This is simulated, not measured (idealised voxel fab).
process module | voxel wiring stack
cross-section cut | 260 nm wide | cells 5 nm
A cross-section is a grid of square cells, given in bands from the top down. A band is one or more rows of cells.
Each band's line starts with the height of the band's top and of its bottom, in nm. Then come its materials from left to right, each with its width in nm. One material with "throughout" fills the band from edge to edge. "air" is empty space.
Height 0 is the level under which the wafer as received is all one material. The lowest band goes on downwards, as in "0 down".
A width such as "30 to 40" changes by the same amount from each row of cells to the next, from the band's top row to its bottom row.
"no change" after a step means that no cell of the cross-section changed.
closed voids: empty space of 8 cells or more with no open way to the top, each as width x height at its distance from the left edge, in nm
after a step's settings: what the simulator itself notes on the step
overlay nm, on a step with a mask: how far to the right of its planned place the mask lay; to the left if negative
plan
1 op RECEIVE | material Si
2 op CONFORMAL_DEP | material SiO2 | thk nm 15
3 op CONFORMAL_DEP | material SiN | thk nm 5
4 op DIRECTIONAL_DEP | material SiO2 | thk nm 20
5 op PATTERN | tone open | mask id METAL_1 | material resist | width nm 30 | pitch nm 60 | thk nm 20 | overlay nm 0
6 op DIRECTIONAL_ETCH | etch materials SiO2 | depth nm 20
7 op DIRECTIONAL_ETCH | etch materials SiN | depth nm 5
8 op STRIP | etch materials resist
9 op CONFORMAL_DEP | material TiN | thk nm 5
10 op FILL_DEP | material Cu | thk nm 5
11 op CMP | height nm 40
12 op CONFORMAL_DEP | material SiCN | thk nm 5
13 op DIRECTIONAL_DEP | material lowk | thk nm 30
14 op PATTERN | tone open | mask id METAL_2_HOLES | material resist | width nm 15 | pitch nm 120 | thk nm 20 | overlay nm 0
15 op DIRECTIONAL_ETCH | etch materials lowk | depth nm 30
16 op STRIP | etch materials resist
17 op DIRECTIONAL_DEP | material aC | thk nm 15
18 op PATTERN | tone open | mask id METAL_2 | material resist | width nm 30 | pitch nm 60 | thk nm 35 | overlay nm 0
19 op DIRECTIONAL_ETCH | etch materials aC | depth nm 15
20 op STRIP | etch materials resist
21 op DIRECTIONAL_ETCH | etch materials lowk | depth nm 15
22 op DIRECTIONAL_ETCH | etch materials SiCN | depth nm 5
23 op STRIP | etch materials aC
24 op CONFORMAL_DEP | material TiN | thk nm 5
25 op FILL_DEP | material Cu | thk nm 5
26 op CMP | height nm 75
27 op CONFORMAL_DEP | material SiCN | thk nm 5
28 op DIRECTIONAL_DEP | material SiO2 | thk nm 20
29 op PATTERN | tone open | mask id PLUG_2 | material resist | width nm 15 | pitch nm 60 | thk nm 15 | overlay nm 0
30 op DIRECTIONAL_ETCH | etch materials SiO2 | depth nm 20
31 op DIRECTIONAL_ETCH | etch materials SiCN | depth nm 5
32 op STRIP | etch materials resist
33 op CONFORMAL_DEP | material TiN | thk nm 5
34 op FILL_DEP | material Cu | thk nm 10
35 op CMP | height nm 100
36 op DIRECTIONAL_DEP | material TiN | thk nm 5
37 op DIRECTIONAL_DEP | material W | thk nm 25
38 op MASKED_ETCH | tone cover | mask id METAL_3 | width nm 30 | pitch nm 60 | etch materials W | depth nm 25 | overlay nm 0
39 op MASKED_ETCH | tone cover | mask id METAL_3 | width nm 30 | pitch nm 60 | etch materials TiN | depth nm 5 | overlay nm 0
40 op CONFORMAL_DEP | material SiCN | thk nm 5
41 op FILL_DEP | material SiO2 | thk nm 10
42 op CMP | height nm 130
43 op CONFORMAL_DEP | material SiCN | thk nm 5
44 op DIRECTIONAL_DEP | material lowk | thk nm 20
45 op MASKED_ETCH | tone open | mask id PLUG_3 | width nm 15 | pitch nm 120 | etch materials lowk | depth nm 20 | overlay nm 0
46 op MASKED_ETCH | tone open | mask id PLUG_3 | width nm 15 | pitch nm 120 | etch materials SiCN | depth nm 5 | overlay nm 0
47 op EPI | material Ru | thk nm 10
48 op EPI | material Ru | thk nm 10
49 op EPI | material Ru | thk nm 5
50 op CONFORMAL_DEP | material SiCN | thk nm 5
51 op DIRECTIONAL_DEP | material SiO2 | thk nm 25
52 op PATTERN | tone open | mask id METAL_4 | material resist | width nm 30 | pitch nm 60 | thk nm 20 | overlay nm 0
53 op DIRECTIONAL_ETCH | etch materials SiO2 | depth nm 25
54 op DIRECTIONAL_ETCH | etch materials SiCN | depth nm 5
55 op STRIP | etch materials resist
56 op CONFORMAL_DEP | material TiN | thk nm 5
57 op FILL_DEP | material W | thk nm 5
58 op CMP | height nm 185
59 op EPI | material Ru | thk nm 5
60 op FILL_DEP | material SiCN | thk nm 5
first wafer, as planned
as received, after step 1
  0 down: Si throughout
  closed voids: none
after step 2
  15 to 0: SiO2 throughout
  below 0: unchanged
after step 3
  20 to 15: SiN throughout
  below 15: unchanged
after step 4
  40 to 20: SiO2 throughout
  below 20: unchanged
after step 5
  60 to 40: resist 55 | air 30 | resist 30 | air 30 | resist 30 | air 30 | resist 55
  below 40: unchanged
after step 6
  60 to 40: resist 55 | air 30 | resist 30 | air 30 | resist 30 | air 30 | resist 55
  40 to 20: SiO2 55 | air 30 | SiO2 30 | air 30 | SiO2 30 | air 30 | SiO2 55
  below 20: unchanged
after step 7
  60 to 40: resist 55 | air 30 | resist 30 | air 30 | resist 30 | air 30 | resist 55
  40 to 20: SiO2 55 | air 30 | SiO2 30 | air 30 | SiO2 30 | air 30 | SiO2 55
  20 to 15: SiN 55 | air 30 | SiN 30 | air 30 | SiN 30 | air 30 | SiN 55
  below 15: unchanged
after step 8
  40 to 20: SiO2 55 | air 30 | SiO2 30 | air 30 | SiO2 30 | air 30 | SiO2 55
  below 20: unchanged
after step 9
  45 to 40: TiN 60 | air 20 | TiN 40 | air 20 | TiN 40 | air 20 | TiN 60
  40 to 20: SiO2 55 | TiN 5 | air 20 | TiN 5 | SiO2 30 | TiN 5 | air 20 | TiN 5 | SiO2 30 | TiN 5 | air 20 | TiN 5 | SiO2 55
  20 to 15: SiN 55 | TiN 30 | SiN 30 | TiN 30 | SiN 30 | TiN 30 | SiN 55
  below 15: unchanged
after step 10
  50 to 45: Cu throughout
  45 to 40: TiN 60 | Cu 20 | TiN 40 | Cu 20 | TiN 40 | Cu 20 | TiN 60
  40 to 20: SiO2 55 | TiN 5 | Cu 20 | TiN 5 | SiO2 30 | TiN 5 | Cu 20 | TiN 5 | SiO2 30 | TiN 5 | Cu 20 | TiN 5 | SiO2 55
  below 20: unchanged
after step 11
  40 to 20: SiO2 55 | TiN 5 | Cu 20 | TiN 5 | SiO2 30 | TiN 5 | Cu 20 | TiN 5 | SiO2 30 | TiN 5 | Cu 20 | TiN 5 | SiO2 55
  below 20: unchanged
after step 12
  45 to 40: SiCN throughout
  below 40: unchanged
after step 13
  75 to 45: lowk throughout
  below 45: unchanged
after step 14
  95 to 75: resist 55 | air 15 | resist 105 | air 15 | resist 70
  below 75: unchanged
after step 15
  95 to 75: resist 55 | air 15 | resist 105 | air 15 | resist 70
  75 to 45: lowk 55 | air 15 | lowk 105 | air 15 | lowk 70
  below 45: unchanged
after step 16
  75 to 45: lowk 55 | air 15 | lowk 105 | air 15 | lowk 70
  below 45: unchanged
after step 17
  90 to 75: aC 55 | air 15 | aC 105 | air 15 | aC 70
  75 to 60: lowk 55 | air 15 | lowk 105 | air 15 | lowk 70
  60 to 45: lowk 55 | aC 15 | lowk 105 | aC 15 | lowk 70
  below 45: unchanged
after step 18
  125 to 90: resist 55 | air 30 | resist 30 | air 30 | resist 30 | air 30 | resist 55
  below 90: unchanged
after step 19
  110 to 90: resist 55 | air 30 | resist 30 | air 30 | resist 30 | air 30 | resist 55
  90 to 75: aC 55 | air 30 | aC 30 | air 30 | aC 30 | air 30 | aC 55
  75 to 45: lowk 55 | air 15 | lowk 105 | air 15 | lowk 70
  below 45: unchanged
after step 20
  90 to 75: aC 55 | air 30 | aC 30 | air 30 | aC 30 | air 30 | aC 55
  below 75: unchanged
after step 21
  90 to 75: aC 55 | air 30 | aC 30 | air 30 | aC 30 | air 30 | aC 55
  75 to 60: lowk 55 | air 30 | lowk 30 | air 30 | lowk 30 | air 30 | lowk 55
  below 60: unchanged
after step 22
  90 to 75: aC 55 | air 30 | aC 30 | air 30 | aC 30 | air 30 | aC 55
  75 to 60: lowk 55 | air 30 | lowk 30 | air 30 | lowk 30 | air 30 | lowk 55
  60 to 45: lowk 55 | air 15 | lowk 105 | air 15 | lowk 70
  45 to 40: SiCN 55 | air 15 | SiCN 105 | air 15 | SiCN 70
  below 40: unchanged
after step 23
  75 to 60: lowk 55 | air 30 | lowk 30 | air 30 | lowk 30 | air 30 | lowk 55
  below 60: unchanged
after step 24
  80 to 75: TiN 60 | air 20 | TiN 40 | air 20 | TiN 40 | air 20 | TiN 60
  75 to 65: lowk 55 | TiN 5 | air 20 | TiN 5 | lowk 30 | TiN 5 | air 20 | TiN 5 | lowk 30 | TiN 5 | air 20 | TiN 5 | lowk 55
  65 to 60: lowk 55 | TiN 5 | air 5 | TiN 20 | lowk 30 | TiN 30 | lowk 30 | TiN 5 | air 5 | TiN 20 | lowk 55
  60 to 45: lowk 55 | TiN 5 | air 5 | TiN 5 | lowk 105 | TiN 5 | air 5 | TiN 5 | lowk 70
  45 to 40: SiCN 55 | TiN 15 | SiCN 105 | TiN 15 | SiCN 70
  below 40: unchanged
after step 25
  85 to 80: Cu throughout
  80 to 75: TiN 60 | Cu 20 | TiN 40 | Cu 20 | TiN 40 | Cu 20 | TiN 60
  75 to 65: lowk 55 | TiN 5 | Cu 20 | TiN 5 | lowk 30 | TiN 5 | Cu 20 | TiN 5 | lowk 30 | TiN 5 | Cu 20 | TiN 5 | lowk 55
  65 to 60: lowk 55 | TiN 5 | Cu 5 | TiN 20 | lowk 30 | TiN 30 | lowk 30 | TiN 5 | Cu 5 | TiN 20 | lowk 55
  60 to 45: lowk 55 | TiN 5 | Cu 5 | TiN 5 | lowk 105 | TiN 5 | Cu 5 | TiN 5 | lowk 70
  below 45: unchanged
after step 26
  75 to 65: lowk 55 | TiN 5 | Cu 20 | TiN 5 | lowk 30 | TiN 5 | Cu 20 | TiN 5 | lowk 30 | TiN 5 | Cu 20 | TiN 5 | lowk 55
  below 65: unchanged
after step 27
  80 to 75: SiCN throughout
  below 75: unchanged
after step 28
  100 to 80: SiO2 throughout
  below 80: unchanged
after step 29
  115 to 100: resist 55 | air 15 | resist 45 | air 15 | resist 45 | air 15 | resist 70
  below 100: unchanged
after step 30
  115 to 100: resist 55 | air 15 | resist 45 | air 15 | resist 45 | air 15 | resist 70
  100 to 80: SiO2 55 | air 15 | SiO2 45 | air 15 | SiO2 45 | air 15 | SiO2 70
  below 80: unchanged
after step 31
  115 to 100: resist 55 | air 15 | resist 45 | air 15 | resist 45 | air 15 | resist 70
  100 to 80: SiO2 55 | air 15 | SiO2 45 | air 15 | SiO2 45 | air 15 | SiO2 70
  80 to 75: SiCN 55 | air 15 | SiCN 45 | air 15 | SiCN 45 | air 15 | SiCN 70
  below 75: unchanged
after step 32
  100 to 80: SiO2 55 | air 15 | SiO2 45 | air 15 | SiO2 45 | air 15 | SiO2 70
  below 80: unchanged
after step 33
  105 to 100: TiN 60 | air 5 | TiN 55 | air 5 | TiN 55 | air 5 | TiN 75
  100 to 80: SiO2 55 | TiN 5 | air 5 | TiN 5 | SiO2 45 | TiN 5 | air 5 | TiN 5 | SiO2 45 | TiN 5 | air 5 | TiN 5 | SiO2 70
  80 to 75: SiCN 55 | TiN 15 | SiCN 45 | TiN 15 | SiCN 45 | TiN 15 | SiCN 70
  below 75: unchanged
after step 34
  115 to 105: Cu throughout
  105 to 100: TiN 60 | Cu 5 | TiN 55 | Cu 5 | TiN 55 | Cu 5 | TiN 75
  100 to 80: SiO2 55 | TiN 5 | Cu 5 | TiN 5 | SiO2 45 | TiN 5 | Cu 5 | TiN 5 | SiO2 45 | TiN 5 | Cu 5 | TiN 5 | SiO2 70
  below 80: unchanged
after step 35
  100 to 80: SiO2 55 | TiN 5 | Cu 5 | TiN 5 | SiO2 45 | TiN 5 | Cu 5 | TiN 5 | SiO2 45 | TiN 5 | Cu 5 | TiN 5 | SiO2 70
  below 80: unchanged
after step 36
  105 to 100: TiN throughout
  below 100: unchanged
after step 37
  130 to 105: W throughout
  below 105: unchanged
after step 38
  130 to 105: air 55 | W 30 | air 30 | W 30 | air 30 | W 30 | air 55
  below 105: unchanged
after step 39
  130 to 105: air 55 | W 30 | air 30 | W 30 | air 30 | W 30 | air 55
  105 to 100: air 55 | TiN 30 | air 30 | TiN 30 | air 30 | TiN 30 | air 55
  below 100: unchanged
after step 40
  135 to 130: air 50 | SiCN 40 | air 20 | SiCN 40 | air 20 | SiCN 40 | air 50
  130 to 105: air 50 | SiCN 5 | W 30 | SiCN 5 | air 20 | SiCN 5 | W 30 | SiCN 5 | air 20 | SiCN 5 | W 30 | SiCN 5 | air 50
  105 to 100: SiCN 55 | TiN 30 | SiCN 30 | TiN 30 | SiCN 30 | TiN 30 | SiCN 55
  below 100: unchanged
after step 41
  145 to 135: SiO2 throughout
  135 to 130: SiO2 50 | SiCN 40 | SiO2 20 | SiCN 40 | SiO2 20 | SiCN 40 | SiO2 50
  130 to 105: SiO2 50 | SiCN 5 | W 30 | SiCN 5 | SiO2 20 | SiCN 5 | W 30 | SiCN 5 | SiO2 20 | SiCN 5 | W 30 | SiCN 5 | SiO2 50
  below 105: unchanged
after step 42
  130 to 105: SiO2 50 | SiCN 5 | W 30 | SiCN 5 | SiO2 20 | SiCN 5 | W 30 | SiCN 5 | SiO2 20 | SiCN 5 | W 30 | SiCN 5 | SiO2 50
  below 105: unchanged
after step 43
  135 to 130: SiCN throughout
  below 130: unchanged
after step 44
  155 to 135: lowk throughout
  below 135: unchanged
after step 45
  155 to 135: lowk 55 | air 15 | lowk 105 | air 15 | lowk 70
  below 135: unchanged
after step 46
  155 to 135: lowk 55 | air 15 | lowk 105 | air 15 | lowk 70
  135 to 130: SiCN 55 | air 15 | SiCN 105 | air 15 | SiCN 70
  below 130: unchanged
after step 47
  155 to 140: lowk 55 | air 15 | lowk 105 | air 15 | lowk 70
  140 to 135: lowk 55 | Ru 15 | lowk 105 | Ru 15 | lowk 70
  135 to 130: SiCN 55 | Ru 15 | SiCN 105 | Ru 15 | SiCN 70
  below 130: unchanged
after step 48
  155 to 150: lowk 55 | air 15 | lowk 105 | air 15 | lowk 70
  150 to 135: lowk 55 | Ru 15 | lowk 105 | Ru 15 | lowk 70
  below 135: unchanged
after step 49
  155 to 135: lowk 55 | Ru 15 | lowk 105 | Ru 15 | lowk 70
  below 135: unchanged
after step 50
  160 to 155: SiCN throughout
  below 155: unchanged
after step 51
  185 to 160: SiO2 throughout
  below 160: unchanged
after step 52
  205 to 185: resist 55 | air 30 | resist 30 | air 30 | resist 30 | air 30 | resist 55
  below 185: unchanged
after step 53
  205 to 185: resist 55 | air 30 | resist 30 | air 30 | resist 30 | air 30 | resist 55
  185 to 160: SiO2 55 | air 30 | SiO2 30 | air 30 | SiO2 30 | air 30 | SiO2 55
  below 160: unchanged
after step 54
  205 to 185: resist 55 | air 30 | resist 30 | air 30 | resist 30 | air 30 | resist 55
  185 to 160: SiO2 55 | air 30 | SiO2 30 | air 30 | SiO2 30 | air 30 | SiO2 55
  160 to 155: SiCN 55 | air 30 | SiCN 30 | air 30 | SiCN 30 | air 30 | SiCN 55
  below 155: unchanged
after step 55
  185 to 160: SiO2 55 | air 30 | SiO2 30 | air 30 | SiO2 30 | air 30 | SiO2 55
  below 160: unchanged
after step 56
  190 to 185: TiN 60 | air 20 | TiN 40 | air 20 | TiN 40 | air 20 | TiN 60
  185 to 160: SiO2 55 | TiN 5 | air 20 | TiN 5 | SiO2 30 | TiN 5 | air 20 | TiN 5 | SiO2 30 | TiN 5 | air 20 | TiN 5 | SiO2 55
  160 to 155: SiCN 55 | TiN 30 | SiCN 30 | TiN 30 | SiCN 30 | TiN 30 | SiCN 55
  below 155: unchanged
after step 57
  195 to 190: W throughout
  190 to 185: TiN 60 | W 20 | TiN 40 | W 20 | TiN 40 | W 20 | TiN 60
  185 to 160: SiO2 55 | TiN 5 | W 20 | TiN 5 | SiO2 30 | TiN 5 | W 20 | TiN 5 | SiO2 30 | TiN 5 | W 20 | TiN 5 | SiO2 55
  below 160: unchanged
after step 58
  185 to 160: SiO2 55 | TiN 5 | W 20 | TiN 5 | SiO2 30 | TiN 5 | W 20 | TiN 5 | SiO2 30 | TiN 5 | W 20 | TiN 5 | SiO2 55
  below 160: unchanged
after step 59
  190 to 185: air 50 | Ru 40 | air 20 | Ru 40 | air 20 | Ru 40 | air 50
  below 185: unchanged
after step 60
  195 to 190: SiCN throughout
  190 to 185: SiCN 50 | Ru 40 | SiCN 20 | Ru 40 | SiCN 20 | Ru 40 | SiCN 50
  below 185: unchanged
second wafer: like start, like plan, one mistake. Through step 44 it matches the first wafer
when step 45 should have ended
  155 to 135: lowk 55 | air 20 | lowk 100 | air 20 | lowk 65
  below 135: unchanged
when step 46 should have ended
  155 to 135: lowk 55 | air 20 | lowk 100 | air 20 | lowk 65
  135 to 130: SiCN 55 | air 15 | SiCN 105 | air 15 | SiCN 70
  below 130: unchanged
when step 47 should have ended
  155 to 140: lowk 55 | air 20 | lowk 100 | air 20 | lowk 65
  140 to 135: lowk 55 | Ru 20 | lowk 100 | Ru 20 | lowk 65
  135 to 130: SiCN 55 | Ru 15 | SiCN 105 | Ru 15 | SiCN 70
  below 130: unchanged
when step 48 should have ended
  155 to 150: lowk 55 | air 20 | lowk 100 | air 20 | lowk 65
  150 to 135: lowk 55 | Ru 20 | lowk 100 | Ru 20 | lowk 65
  below 135: unchanged
when step 49 should have ended
  155 to 135: lowk 55 | Ru 20 | lowk 100 | Ru 20 | lowk 65
  below 135: unchanged
when step 50 should have ended
  160 to 155: SiCN throughout
  below 155: unchanged
when step 51 should have ended
  185 to 160: SiO2 throughout
  below 160: unchanged
when step 52 should have ended
  205 to 185: resist 55 | air 30 | resist 30 | air 30 | resist 30 | air 30 | resist 55
  below 185: unchanged
when step 53 should have ended
  205 to 185: resist 55 | air 30 | resist 30 | air 30 | resist 30 | air 30 | resist 55
  185 to 160: SiO2 55 | air 30 | SiO2 30 | air 30 | SiO2 30 | air 30 | SiO2 55
  below 160: unchanged
when step 54 should have ended
  205 to 185: resist 55 | air 30 | resist 30 | air 30 | resist 30 | air 30 | resist 55
  185 to 160: SiO2 55 | air 30 | SiO2 30 | air 30 | SiO2 30 | air 30 | SiO2 55
  160 to 155: SiCN 55 | air 30 | SiCN 30 | air 30 | SiCN 30 | air 30 | SiCN 55
  below 155: unchanged
when step 55 should have ended
  185 to 160: SiO2 55 | air 30 | SiO2 30 | air 30 | SiO2 30 | air 30 | SiO2 55
  below 160: unchanged
when step 56 should have ended
  190 to 185: TiN 60 | air 20 | TiN 40 | air 20 | TiN 40 | air 20 | TiN 60
  185 to 160: SiO2 55 | TiN 5 | air 20 | TiN 5 | SiO2 30 | TiN 5 | air 20 | TiN 5 | SiO2 30 | TiN 5 | air 20 | TiN 5 | SiO2 55
  160 to 155: SiCN 55 | TiN 30 | SiCN 30 | TiN 30 | SiCN 30 | TiN 30 | SiCN 55
  below 155: unchanged
when step 57 should have ended
  195 to 190: W throughout
  190 to 185: TiN 60 | W 20 | TiN 40 | W 20 | TiN 40 | W 20 | TiN 60
  185 to 160: SiO2 55 | TiN 5 | W 20 | TiN 5 | SiO2 30 | TiN 5 | W 20 | TiN 5 | SiO2 30 | TiN 5 | W 20 | TiN 5 | SiO2 55
  below 160: unchanged
when step 58 should have ended
  185 to 160: SiO2 55 | TiN 5 | W 20 | TiN 5 | SiO2 30 | TiN 5 | W 20 | TiN 5 | SiO2 30 | TiN 5 | W 20 | TiN 5 | SiO2 55
  below 160: unchanged
when step 59 should have ended
  190 to 185: air 50 | Ru 40 | air 20 | Ru 40 | air 20 | Ru 40 | air 50
  below 185: unchanged
when step 60 should have ended
  195 to 190: SiCN throughout
  190 to 185: SiCN 50 | Ru 40 | SiCN 20 | Ru 40 | SiCN 20 | Ru 40 | SiCN 50
  below 185: unchanged
what went wrong: step 45 ran as: op MASKED_ETCH | tone open | mask id PLUG_3 | width nm 20 | pitch nm 120 | etch materials lowk | depth nm 20 | overlay nm 0
at the end the second wafer has, in cells: 8 more of Ru | 8 fewer of lowk
